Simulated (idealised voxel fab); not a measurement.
Process module name: voxel self aligned vias
Square cells of 5 nm make up the cross-section cut, whose width is 295 nm.
When this document writes out a cross-section, it uses a grid of square cells and lists it as bands, beginning at the top and moving down, with a band standing for one or more rows of cells. The band entry comprises the height of the band's top followed by the height of its bottom, expressed in nm, and subsequently the band's materials from left to right, each stated together with its width in nm. Where a single material is marked with the word "all across", that material fills the band from edge to edge. The word "empty" represents empty space. Heights are expressed relative to 0, this being the level below which the as-received wafer comprises one material exclusively. The lowest band is unbounded in the downward direction and is denoted as in "0 down". The width entry "30 to 40" should be interpreted row by row: the top row of cells in the band takes the first number, the bottom row takes the second number, and the change between adjacent rows is uniform throughout. What does "identical to before" mean for a step? It means no cell of the cross-section changed in that step. You'll see "Enclosed internal voids" listing empty spaces that have no way open to the top, as long as they're 8 cells or more; the notation is width x height at distance, where the distance is from the left edge, and all of it is in nm. What comes after the settings on a step's line is commentary from the simulator itself on that step. Each step line may optionally specify "overlay nm", which for a step with a mask gives the rightward distance between the mask's planned place and where it lay, a negative value indicating the leftward direction.

## Process steps - plan
| 1 | RECEIVE, material Si |
| 2 | CONFORMAL_DEP, material SiO2, thk nm 10 |
| 3 | CONFORMAL_DEP, material SiCN, thk nm 5 |
| 4 | DIRECTIONAL_DEP, material lowk, thk nm 30 |
| 5 | DIRECTIONAL_DEP, material aC, thk nm 10 |
| 6 | PATTERN, tone open, mask id LINES, material resist, width nm 20, pitch nm 55, thk nm 25, overlay nm 0 |
| 7 | DIRECTIONAL_ETCH, etch materials aC, depth nm 10 |
| 8 | STRIP, etch materials resist |
| 9 | DIRECTIONAL_ETCH, etch materials lowk, depth nm 30 |
| 10 | STRIP, etch materials aC |
| 11 | CONFORMAL_DEP, material TiN, thk nm 5 |
| 12 | FILL_DEP, material Ru, thk nm 5 |
| 13 | CMP, height nm 45 |
| 14 | SELECTIVE_ETCH, etch materials W Ru TiN, depth nm 5 |
| 15 | FILL_DEP, material SiN, thk nm 5 |
| 16 | CMP, height nm 45 |
| 17 | DIRECTIONAL_DEP, material lowk, thk nm 15 |
| 18 | DIRECTIONAL_DEP, material aC, thk nm 15 |
| 19 | PATTERN, tone open, mask id VIAS, material resist, width nm 30, thk nm 30, overlay nm 0 |
| 20 | DIRECTIONAL_ETCH, etch materials aC, depth nm 15 |
| 21 | STRIP, etch materials resist |
| 22 | DIRECTIONAL_ETCH, etch materials lowk, depth nm 15 |
| 23 | DIRECTIONAL_ETCH, etch materials SiN, depth nm 5 |
| 24 | STRIP, etch materials aC |
| 25 | CONFORMAL_DEP, material TiN, thk nm 5 |
| 26 | FILL_DEP, material Cu, thk nm 5 |
| 27 | CMP, height nm 60 |
| 28 | CONFORMAL_DEP, material SiN, thk nm 5 |

## The first of the two wafers, which ran as planned

## As-received state of the wafer in cross-section, equivalent to post-step 1
	0 down  Si all across
	Enclosed internal voids: none

## after step 2
	10 to 0  SiO2 all across
	Beneath the level 0, the cross-section is identical to its previous state.

## after step 3
	15 to 10  SiCN all across
	Beneath the level 10, the cross-section is identical to its previous state.

## after step 4
	45 to 15  lowk all across
	Beneath the level 15, the cross-section is identical to its previous state.

## after step 5
	55 to 45  aC all across
	Beneath the level 45, the cross-section is identical to its previous state.

## after step 6
	80 to 55  110 nm resist, then 20 nm empty, then 35 nm resist, then 20 nm empty, then 110 nm resist
	Beneath the level 55, the cross-section is identical to its previous state.

## after step 7
	70 to 55  110 nm resist, then 20 nm empty, then 35 nm resist, then 20 nm empty, then 110 nm resist
	55 to 45  110 nm aC, then 20 nm empty, then 35 nm aC, then 20 nm empty, then 110 nm aC
	Beneath the level 45, the cross-section is identical to its previous state.

## after step 8
	55 to 45  110 nm aC, then 20 nm empty, then 35 nm aC, then 20 nm empty, then 110 nm aC
	Beneath the level 45, the cross-section is identical to its previous state.

## after step 9
	55 to 45  110 nm aC, then 20 nm empty, then 35 nm aC, then 20 nm empty, then 110 nm aC
	45 to 15  110 nm lowk, then 20 nm empty, then 35 nm lowk, then 20 nm empty, then 110 nm lowk
	Beneath the level 15, the cross-section is identical to its previous state.

## after step 10
	45 to 15  110 nm lowk, then 20 nm empty, then 35 nm lowk, then 20 nm empty, then 110 nm lowk
	Beneath the level 15, the cross-section is identical to its previous state.

## after step 11
	50 to 45  115 nm TiN, then 10 nm empty, then 45 nm TiN, then 10 nm empty, then 115 nm TiN
	45 to 20  110 nm lowk, then 5 nm TiN, then 10 nm empty, then 5 nm TiN, then 35 nm lowk, then 5 nm TiN, then 10 nm empty, then 5 nm TiN, then 110 nm lowk
	20 to 15  110 nm lowk, then 20 nm TiN, then 35 nm lowk, then 20 nm TiN, then 110 nm lowk
	Beneath the level 15, the cross-section is identical to its previous state.

## after step 12
	55 to 50  Ru all across
	50 to 45  115 nm TiN, then 10 nm Ru, then 45 nm TiN, then 10 nm Ru, then 115 nm TiN
	45 to 20  110 nm lowk, then 5 nm TiN, then 10 nm Ru, then 5 nm TiN, then 35 nm lowk, then 5 nm TiN, then 10 nm Ru, then 5 nm TiN, then 110 nm lowk
	Beneath the level 20, the cross-section is identical to its previous state.

## after step 13
	45 to 20  110 nm lowk, then 5 nm TiN, then 10 nm Ru, then 5 nm TiN, then 35 nm lowk, then 5 nm TiN, then 10 nm Ru, then 5 nm TiN, then 110 nm lowk
	Beneath the level 20, the cross-section is identical to its previous state.

## after step 14
	45 to 40  110 nm lowk, then 20 nm empty, then 35 nm lowk, then 20 nm empty, then 110 nm lowk
	Beneath the level 40, the cross-section is identical to its previous state.

## after step 15
	50 to 45  SiN all across
	45 to 40  110 nm lowk, then 20 nm SiN, then 35 nm lowk, then 20 nm SiN, then 110 nm lowk
	Beneath the level 40, the cross-section is identical to its previous state.

## after step 16
	45 to 40  110 nm lowk, then 20 nm SiN, then 35 nm lowk, then 20 nm SiN, then 110 nm lowk
	Beneath the level 40, the cross-section is identical to its previous state.

## after step 17
	60 to 45  lowk all across
	Beneath the level 45, the cross-section is identical to its previous state.

## after step 18
	75 to 60  aC all across
	Beneath the level 60, the cross-section is identical to its previous state.

## after step 19
	105 to 75  105 nm resist, then 30 nm empty, then 160 nm resist
	Beneath the level 75, the cross-section is identical to its previous state.

## after step 20
	90 to 75  105 nm resist, then 30 nm empty, then 160 nm resist
	75 to 60  105 nm aC, then 30 nm empty, then 160 nm aC
	Beneath the level 60, the cross-section is identical to its previous state.

## after step 21
	75 to 60  105 nm aC, then 30 nm empty, then 160 nm aC
	Beneath the level 60, the cross-section is identical to its previous state.

## after step 22
	75 to 60  105 nm aC, then 30 nm empty, then 160 nm aC
	60 to 45  105 nm lowk, then 30 nm empty, then 160 nm lowk
	Beneath the level 45, the cross-section is identical to its previous state.

## after step 23
	75 to 60  105 nm aC, then 30 nm empty, then 160 nm aC
	60 to 45  105 nm lowk, then 30 nm empty, then 160 nm lowk
	45 to 40  110 nm lowk, then 20 nm empty, then 35 nm lowk, then 20 nm SiN, then 110 nm lowk
	Beneath the level 40, the cross-section is identical to its previous state.

## after step 24
	60 to 45  105 nm lowk, then 30 nm empty, then 160 nm lowk
	Beneath the level 45, the cross-section is identical to its previous state.

## after step 25
	65 to 60  110 nm TiN, then 20 nm empty, then 165 nm TiN
	60 to 50  105 nm lowk, then 5 nm TiN, then 20 nm empty, then 5 nm TiN, then 160 nm lowk
	50 to 45  105 nm lowk, then 10 nm TiN, then 10 nm empty, then 10 nm TiN, then 160 nm lowk
	45 to 40  110 nm lowk, then 20 nm TiN, then 35 nm lowk, then 20 nm SiN, then 110 nm lowk
	Beneath the level 40, the cross-section is identical to its previous state.

## after step 26
	70 to 65  Cu all across
	65 to 60  110 nm TiN, then 20 nm Cu, then 165 nm TiN
	60 to 50  105 nm lowk, then 5 nm TiN, then 20 nm Cu, then 5 nm TiN, then 160 nm lowk
	50 to 45  105 nm lowk, then 10 nm TiN, then 10 nm Cu, then 10 nm TiN, then 160 nm lowk
	Beneath the level 45, the cross-section is identical to its previous state.

## after step 27
	60 to 50  105 nm lowk, then 5 nm TiN, then 20 nm Cu, then 5 nm TiN, then 160 nm lowk
	Beneath the level 50, the cross-section is identical to its previous state.

## after step 28
	65 to 60  SiN all across
	Beneath the level 60, the cross-section is identical to its previous state.

## Companion wafer, the second of two: same beginning, same intended sequence, one mistake in carrying it out; through step 21 inclusive it tracks the first exactly

## Cross-section of the second wafer at the time by which step 22 should have been completed according to the plan
	75 to 60  105 nm aC, then 30 nm empty, then 160 nm aC
	60 to 45  105 nm lowk, then 30 nm empty, then 160 nm lowk
	45 to 40  105 nm lowk, then 5 nm empty, then 20 nm SiN, then 5 nm empty, then 30 nm lowk, then 20 nm SiN, then 110 nm lowk
	40 to 30  105 nm lowk, then 5 nm empty, then 5 nm TiN, then 10 nm Ru, then 5 nm TiN, then 5 nm empty, then 30 nm lowk, then 5 nm TiN, then 10 nm Ru, then 5 nm TiN, then 110 nm lowk
	Beneath the level 30, the cross-section is identical to its previous state.

## Cross-section of the second wafer at the time by which step 23 should have been completed according to the plan
	75 to 60  105 nm aC, then 30 nm empty, then 160 nm aC
	60 to 45  105 nm lowk, then 30 nm empty, then 160 nm lowk
	45 to 40  105 nm lowk, then 30 nm empty, then 30 nm lowk, then 20 nm SiN, then 110 nm lowk
	Beneath the level 40, the cross-section is identical to its previous state.

## Cross-section of the second wafer at the time by which step 24 should have been completed according to the plan
	60 to 45  105 nm lowk, then 30 nm empty, then 160 nm lowk
	Beneath the level 45, the cross-section is identical to its previous state.

## Cross-section of the second wafer at the time by which step 25 should have been completed according to the plan
	65 to 60  110 nm TiN, then 20 nm empty, then 165 nm TiN
	60 to 45  105 nm lowk, then 5 nm TiN, then 20 nm empty, then 5 nm TiN, then 160 nm lowk
	45 to 40  105 nm lowk, then 30 nm TiN, then 30 nm lowk, then 20 nm SiN, then 110 nm lowk
	40 to 30  105 nm lowk, then 10 nm TiN, then 10 nm Ru, then 10 nm TiN, then 30 nm lowk, then 5 nm TiN, then 10 nm Ru, then 5 nm TiN, then 110 nm lowk
	Beneath the level 30, the cross-section is identical to its previous state.

## Cross-section of the second wafer at the time by which step 26 should have been completed according to the plan
	70 to 65  Cu all across
	65 to 60  110 nm TiN, then 20 nm Cu, then 165 nm TiN
	60 to 45  105 nm lowk, then 5 nm TiN, then 20 nm Cu, then 5 nm TiN, then 160 nm lowk
	Beneath the level 45, the cross-section is identical to its previous state.

## Cross-section of the second wafer at the time by which step 27 should have been completed according to the plan
	60 to 45  105 nm lowk, then 5 nm TiN, then 20 nm Cu, then 5 nm TiN, then 160 nm lowk
	Beneath the level 45, the cross-section is identical to its previous state.

## Cross-section of the second wafer at the time by which step 28 should have been completed according to the plan
	65 to 60  SiN all across
	Beneath the level 60, the cross-section is identical to its previous state.
In executing the process, a mistake was made relative to the plan: step 22 of the plan was performed twice
Looking at both finished wafers in cells, the second ends up ahead of or behind the first on some materials: Cu: 2 more, TiN: 4 more, lowk: 6 fewer
